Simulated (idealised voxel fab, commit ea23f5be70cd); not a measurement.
Documented hereafter: the process module known as voxel tone inversion.
Cross-sectional view cut (width: 150 nm; square cell size: 5 nm).
Reading order for cross-sections: top band down to bottom band. Underlying form: a grid of square cells. Band size: one or more rows of cells.
A band entry consists of two parts. The first gives the height of the band's top and the height of its bottom, in nm. The rest lists the band's materials from left to right, each with its width in nm. A single material labelled with the word "full width" fills the band from edge to edge, and the word "empty" marks empty space.
Convention: height 0 is the level below which the wafer, as received, is all one material. The lowest band does not terminate at the bottom but continues downward, represented as "0 -> down".
A width given as "30..40" starts at the first number in the band's top row and ends at the second number in its bottom row, shifting by an equal amount at every step from row to row.
The cross-section has no changed cell in any step marked "no modifications".
Voids not open to the top, 8 cells minimum: see "Closed-off voids". Written width x height at distance; distance is from the left edge; nm.
Read whatever lies past the settings on a step's line as the simulator's own remark about the step.
The optional step-line setting "overlay nm" applies to steps with a mask and quantifies how far to the right of its planned location the mask lay, a negative value indicating leftward placement.
Process steps (planned)
1 RECEIVE [material Si]
2 CONFORMAL_DEP [material SiN] [thk nm 5]
3 DIRECTIONAL_DEP [material aC] [thk nm 15]
4 PATTERN [tone cover] [mask id POSTS] [material resist] [width nm 25] [pitch nm 40] [thk nm 25] [overlay nm 0]
5 DIRECTIONAL_ETCH [etch materials aC] [depth nm 15]
6 STRIP [etch materials resist]
7 FILL_DEP [material SiO2] [thk nm 10]
8 CMP [height nm 20]
9 STRIP [etch materials aC]
Same starting wafers, different thk nm at step 2. Plan value belongs to the first wafer.
The first of several wafers as received, shown in cross-section; this is its state after step 1
	0 -> down | Si full width
	Closed-off voids: none
Below: a row per wafer. Contents at end of module: for every material, cells gained since receipt (+) or lost since receipt (-); then closed voids
thk nm 5; +30 SiN; +60 SiO2; Closed-off voids: none
thk nm 10; +60 SiN; +40 SiO2; Closed-off voids: none
thk nm 15; +90 SiN; +20 SiO2; Closed-off voids: none
thk nm 20; +120 SiN; Closed-off voids: none
